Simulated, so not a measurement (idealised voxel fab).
voxel self aligned contacts: a process module
Section shown: cut. Width: 145 nm. Cell size: 5 nm, square.
Cross-sections here: square-cell grids, written as top-down lists of bands, a band being one or more rows of cells. This entry defines a band. It first specifies the height of the band's top and the height of its bottom in nm, and then specifies the band's materials from left to right, stating each material with its width in nm. The word "full width" identifies a single material that fills the band from edge to edge, while the word "air" identifies empty space. Beneath 0, the wafer as received is one material, and that level is where height counting begins. The lowest band goes on downward without a bottom; it is written like "from 0 down". Top row gets the first number, bottom row gets the second, and each row in between changes by the same step: that is how a band width like "30->40" works. Reading "no change" for a step: not a cell of the cross-section changed in it. Each empty space that has no open way to the top and spans at least 8 cells appears under "closed voids" as width x height at distance, the distance counted from the left edge, all in nm. Text after the settings on a step's line: the simulator's own remark on that step. You can add "overlay nm" to a step's line. For a step with a mask, it describes how far the mask lay to the right of its planned position, and a negative number describes a lay to the left.
This section lists the process steps that were planned:
1,RECEIVE: material Si
2,OXIDIZE: depth nm 5
3,DIRECTIONAL_DEP: material polySi, thk nm 20
4,DIRECTIONAL_DEP: material SiN, thk nm 25
5,DIRECTIONAL_DEP: material aC, thk nm 10
6,PATTERN: tone cover, mask id GATE, material resist, width nm 35, pitch nm 75, thk nm 25, overlay nm 0
7,DIRECTIONAL_ETCH: etch materials aC, depth nm 10
8,STRIP: etch materials resist
9,DIRECTIONAL_ETCH: etch materials SiN, depth nm 25
10,DIRECTIONAL_ETCH: etch materials polySi, depth nm 20
11,STRIP: etch materials aC
12,CONFORMAL_DEP: material SiN, thk nm 10
13,DIRECTIONAL_ETCH: etch materials SiN, depth nm 10
14,FILL_DEP: material SiO2, thk nm 15
15,CMP: height nm 55
16,MASKED_ETCH: tone open, mask id CONTACT, width nm 50, etch materials SiO2, depth nm 60, overlay nm 0
17,CONFORMAL_DEP: material TiN, thk nm 5
18,FILL_DEP: material Ru, thk nm 5
19,CMP: height nm 55
20,CONFORMAL_DEP: material SiCN, thk nm 5
Incoming wafer in cross-section (state: after step 1):
> from 0 down = Si full width
> closed voids: none
Cross-section taken at module completion on the first of two wafers; processed per the plan:
> from 60 to 55 = SiCN full width
> from 55 to 45 = SiO2 45, TiN 5->20, Ru 40->10, TiN 5->20, SiO2 50
> from 45 to 20 = SiO2 5, SiN 55, TiN 5, Ru 10, TiN 5, SiN 55, SiO2 10
> from 20 to 0 = SiO2 5, SiN 10, polySi 35, SiN 10, TiN 5, Ru 10, TiN 5, SiN 10, polySi 35, SiN 10, SiO2 10
> from 0 to -5 = SiO2 60, TiN 20, SiO2 65
> from -5 down = Si full width
> closed voids: none
Now the second wafer, cross-sectioned at the end of the module. Nothing different at the start, nothing different in the plan compared with the first, just one mistake when it was actually run:
> from 60 to 55 = SiCN full width
> from 55 to 45 = SiO2 45, TiN 5->20, Ru 40->10, TiN 5->20, SiO2 50
> from 45 to 20 = SiO2 5, SiN 55, TiN 5, Ru 10, TiN 5, SiN 55, SiO2 10
> from 20 to 5 = SiO2 5, SiN 10, polySi 35, SiN 10, TiN 5, Ru 10, TiN 5, SiN 10, polySi 35, SiN 10, SiO2 10
> from 5 to 0 = SiO2 5, SiN 10, polySi 35, SiN 10, TiN 20, SiN 10, polySi 35, SiN 10, SiO2 10
> from 0 down = Si full width
> closed voids: none
Deviation noted in wafer processing: step 2 was left out
Cell-count delta at end, second wafer over first, by material: 2 fewer of Ru; 29 more of Si; 25 fewer of SiO2; 2 fewer of TiN
